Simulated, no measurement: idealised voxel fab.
Herein follows the process module entitled voxel released beams.
155 nm wide, 5 nm square cells: that's cross-section cut.
Format of a cross-section: grid, square cells. Given as bands. Order: top down. Band: one or more rows of cells.
Look at the band entry: it leads with the top's height and the bottom's height in nm. Then it lists the materials left to right, with a width in nm for each. The word "edge to edge" on a single material says that material fills the band edge to edge. The word "empty" is empty space.
It should be noted that heights are counted from 0, beneath which the wafer as supplied is of one material throughout, and that the lowest band possesses no lower boundary but continues downward, as written in "0 nm and below".
Think of "30->40" as a width that walks from the first number to the second as you go down the band, top row to bottom row, taking equal-sized steps from row to row.
Basically "no change" means that step didn't change any cell in the cross-section.
Each empty space that has no open way to the top and spans at least 8 cells appears under "Closed void list" as width x height at distance, the distance counted from the left edge, all in nm.
On each step's line, the part that comes after the settings is the simulator's own comment on the step.
You can add "overlay nm" to a step's line. For a step with a mask, it describes how far the mask lay to the right of its planned position, and a negative number describes a lay to the left.

Set out below are the planned steps of the process:
1) RECEIVE | material Si
2) CONFORMAL_DEP | material SiN | thk nm 10
3) DIRECTIONAL_DEP | material SiO2 | thk nm 20
4) PATTERN | tone open | mask id ANCHOR | material resist | width nm 45 | thk nm 20 | overlay nm 0
5) DIRECTIONAL_ETCH | etch materials SiO2 | depth nm 20
6) STRIP | etch materials resist
7) CONFORMAL_DEP | material TiN | thk nm 5
8) MASKED_ETCH | tone cover | mask id BEAM | width nm 110 | etch materials TiN | depth nm 15 | overlay nm 0
9) STRIP | etch materials SiO2
For this document, wafers share an identical start and vary in the step 7 thk nm; the plan quotes the first wafer's value.

Received condition of the first of several wafers, sectioned: post-step 1:
	0 nm and below  Si edge to edge
	Closed void list: none

Take a look at the first of several wafers in cross-section: the module is done, and step 9 was its last step:
	35 nm to 30 nm  20 empty, 10 TiN, 35 empty, 65 TiN, 25 empty
	30 nm to 15 nm  25 empty, 5 TiN, 35 empty, 5 TiN, 85 empty
	15 nm to 10 nm  25 empty, 45 TiN, 85 empty
	10 nm to 0 nm  SiN edge to edge
	0 nm and below  Si edge to edge
	Closed void list: none

Last wafer x-sec, end of module:
	60 nm to 45 nm  20 empty, 110 TiN, 25 empty
	45 nm to 30 nm  TiN edge to edge
	30 nm to 10 nm  25 SiO2, 45 TiN, 85 SiO2
	10 nm to 0 nm  SiN edge to edge
	0 nm and below  Si edge to edge
	Closed void list: none

Per wafer (row), end of module: delta in cells per material since receipt, (+) for gained, (-) for lost; closed voids after that:
thk nm 5; +62 SiN; +30 TiN; Closed void list: none
thk nm 10; +62 SiN; +60 TiN; Closed void list: none
thk nm 15; +62 SiN; +90 TiN; Closed void list: none
thk nm 20; +62 SiN; +88 SiO2; +129 TiN; Closed void list: none
thk nm 25; +62 SiN; +88 SiO2; +164 TiN; Closed void list: none
thk nm 30; +62 SiN; +88 SiO2; +195 TiN; Closed void list: none
